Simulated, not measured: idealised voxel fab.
process module | voxel trench capacitor
cross-section cut | 265 nm wide | cells 5 nm
A cross-section is a grid of square cells, given in bands from the top down. A band is one or more rows of cells.
Each band's line starts with the height of the band's top and of its bottom, in nm. Then come its materials from left to right, each with its width in nm. One material with "throughout" fills the band from edge to edge. "air" is empty space.
Height 0 is the level under which the wafer as received is all one material. The lowest band goes on downwards, as in "0 down".
A width such as "30 to 40" changes by the same amount from each row of cells to the next, from the band's top row to its bottom row.
"no change" after a step means that no cell of the cross-section changed.
closed voids: empty space of 8 cells or more with no open way to the top, each as width x height at its distance from the left edge, in nm
after a step's settings: what the simulator itself notes on the step
overlay nm, on a step with a mask: how far to the right of its planned place the mask lay; to the left if negative
plan
1 op RECEIVE | material Si
2 op CONFORMAL_DEP | material SiN | thk nm 5
3 op MASKED_ETCH | tone open | mask id TRENCH | width nm 30 | pitch nm 55 | etch materials SiN | depth nm 5 | overlay nm 0
4 op MASKED_ETCH | tone open | mask id TRENCH | width nm 30 | pitch nm 55 | etch materials Si | depth nm 25 | overlay nm 0
5 op CONFORMAL_DEP | material HfO2 | thk nm 5
6 op CONFORMAL_DEP | material TiN | thk nm 5
7 op FILL_DEP | material W | thk nm 5
8 op CMP | height nm 5
first wafer, as planned
as received, after step 1
  0 down: Si throughout
  closed voids: none
after step 2
  5 to 0: SiN throughout
  below 0: unchanged
after step 3
  5 to 0: SiN 60 | air 30 | SiN 25 | air 30 | SiN 25 | air 30 | SiN 65
  below 0: unchanged
after step 4
  5 to 0: SiN 60 | air 30 | SiN 25 | air 30 | SiN 25 | air 30 | SiN 65
  0 to -25: Si 60 | air 30 | Si 25 | air 30 | Si 25 | air 30 | Si 65
  below -25: unchanged
after step 5
  10 to 5: HfO2 65 | air 20 | HfO2 35 | air 20 | HfO2 35 | air 20 | HfO2 70
  5 to 0: SiN 60 | HfO2 5 | air 20 | HfO2 5 | SiN 25 | HfO2 5 | air 20 | HfO2 5 | SiN 25 | HfO2 5 | air 20 | HfO2 5 | SiN 65
  0 to -20: Si 60 | HfO2 5 | air 20 | HfO2 5 | Si 25 | HfO2 5 | air 20 | HfO2 5 | Si 25 | HfO2 5 | air 20 | HfO2 5 | Si 65
  -20 to -25: Si 60 | HfO2 30 | Si 25 | HfO2 30 | Si 25 | HfO2 30 | Si 65
  below -25: unchanged
after step 6
  15 to 10: TiN 70 | air 10 | TiN 45 | air 10 | TiN 45 | air 10 | TiN 75
  10 to 5: HfO2 65 | TiN 5 | air 10 | TiN 5 | HfO2 35 | TiN 5 | air 10 | TiN 5 | HfO2 35 | TiN 5 | air 10 | TiN 5 | HfO2 70
  5 to 0: SiN 60 | HfO2 5 | TiN 5 | air 10 | TiN 5 | HfO2 5 | SiN 25 | HfO2 5 | TiN 5 | air 10 | TiN 5 | HfO2 5 | SiN 25 | HfO2 5 | TiN 5 | air 10 | TiN 5 | HfO2 5 | SiN 65
  0 to -15: Si 60 | HfO2 5 | TiN 5 | air 10 | TiN 5 | HfO2 5 | Si 25 | HfO2 5 | TiN 5 | air 10 | TiN 5 | HfO2 5 | Si 25 | HfO2 5 | TiN 5 | air 10 | TiN 5 | HfO2 5 | Si 65
  -15 to -20: Si 60 | HfO2 5 | TiN 20 | HfO2 5 | Si 25 | HfO2 5 | TiN 20 | HfO2 5 | Si 25 | HfO2 5 | TiN 20 | HfO2 5 | Si 65
  below -20: unchanged
after step 7
  20 to 15: W throughout
  15 to 10: TiN 70 | W 10 | TiN 45 | W 10 | TiN 45 | W 10 | TiN 75
  10 to 5: HfO2 65 | TiN 5 | W 10 | TiN 5 | HfO2 35 | TiN 5 | W 10 | TiN 5 | HfO2 35 | TiN 5 | W 10 | TiN 5 | HfO2 70
  5 to 0: SiN 60 | HfO2 5 | TiN 5 | W 10 | TiN 5 | HfO2 5 | SiN 25 | HfO2 5 | TiN 5 | W 10 | TiN 5 | HfO2 5 | SiN 25 | HfO2 5 | TiN 5 | W 10 | TiN 5 | HfO2 5 | SiN 65
  0 to -15: Si 60 | HfO2 5 | TiN 5 | W 10 | TiN 5 | HfO2 5 | Si 25 | HfO2 5 | TiN 5 | W 10 | TiN 5 | HfO2 5 | Si 25 | HfO2 5 | TiN 5 | W 10 | TiN 5 | HfO2 5 | Si 65
  below -15: unchanged
after step 8
  5 to 0: SiN 60 | HfO2 5 | TiN 5 | W 10 | TiN 5 | HfO2 5 | SiN 25 | HfO2 5 | TiN 5 | W 10 | TiN 5 | HfO2 5 | SiN 25 | HfO2 5 | TiN 5 | W 10 | TiN 5 | HfO2 5 | SiN 65
  below 0: unchanged
second wafer: like start, like plan, one mistake. Through step 4 it matches the first wafer
when step 5 should have ended
  10 to 5: TiN 65 | air 20 | TiN 35 | air 20 | TiN 35 | air 20 | TiN 70
  5 to 0: SiN 60 | TiN 5 | air 20 | TiN 5 | SiN 25 | TiN 5 | air 20 | TiN 5 | SiN 25 | TiN 5 | air 20 | TiN 5 | SiN 65
  0 to -20: Si 60 | TiN 5 | air 20 | TiN 5 | Si 25 | TiN 5 | air 20 | TiN 5 | Si 25 | TiN 5 | air 20 | TiN 5 | Si 65
  -20 to -25: Si 60 | TiN 30 | Si 25 | TiN 30 | Si 25 | TiN 30 | Si 65
  below -25: unchanged
when step 6 should have ended
  15 to 10: HfO2 70 | air 10 | HfO2 45 | air 10 | HfO2 45 | air 10 | HfO2 75
  10 to 5: TiN 65 | HfO2 5 | air 10 | HfO2 5 | TiN 35 | HfO2 5 | air 10 | HfO2 5 | TiN 35 | HfO2 5 | air 10 | HfO2 5 | TiN 70
  5 to 0: SiN 60 | TiN 5 | HfO2 5 | air 10 | HfO2 5 | TiN 5 | SiN 25 | TiN 5 | HfO2 5 | air 10 | HfO2 5 | TiN 5 | SiN 25 | TiN 5 | HfO2 5 | air 10 | HfO2 5 | TiN 5 | SiN 65
  0 to -15: Si 60 | TiN 5 | HfO2 5 | air 10 | HfO2 5 | TiN 5 | Si 25 | TiN 5 | HfO2 5 | air 10 | HfO2 5 | TiN 5 | Si 25 | TiN 5 | HfO2 5 | air 10 | HfO2 5 | TiN 5 | Si 65
  -15 to -20: Si 60 | TiN 5 | HfO2 20 | TiN 5 | Si 25 | TiN 5 | HfO2 20 | TiN 5 | Si 25 | TiN 5 | HfO2 20 | TiN 5 | Si 65
  below -20: unchanged
when step 7 should have ended
  20 to 15: W throughout
  15 to 10: HfO2 70 | W 10 | HfO2 45 | W 10 | HfO2 45 | W 10 | HfO2 75
  10 to 5: TiN 65 | HfO2 5 | W 10 | HfO2 5 | TiN 35 | HfO2 5 | W 10 | HfO2 5 | TiN 35 | HfO2 5 | W 10 | HfO2 5 | TiN 70
  5 to 0: SiN 60 | TiN 5 | HfO2 5 | W 10 | HfO2 5 | TiN 5 | SiN 25 | TiN 5 | HfO2 5 | W 10 | HfO2 5 | TiN 5 | SiN 25 | TiN 5 | HfO2 5 | W 10 | HfO2 5 | TiN 5 | SiN 65
  0 to -15: Si 60 | TiN 5 | HfO2 5 | W 10 | HfO2 5 | TiN 5 | Si 25 | TiN 5 | HfO2 5 | W 10 | HfO2 5 | TiN 5 | Si 25 | TiN 5 | HfO2 5 | W 10 | HfO2 5 | TiN 5 | Si 65
  below -15: unchanged
when step 8 should have ended
  5 to 0: SiN 60 | TiN 5 | HfO2 5 | W 10 | HfO2 5 | TiN 5 | SiN 25 | TiN 5 | HfO2 5 | W 10 | HfO2 5 | TiN 5 | SiN 25 | TiN 5 | HfO2 5 | W 10 | HfO2 5 | TiN 5 | SiN 65
  below 0: unchanged
what went wrong: steps 5 and 6 were swapped
at the end the second wafer has, in cells: 12 fewer of HfO2 | 12 more of TiN
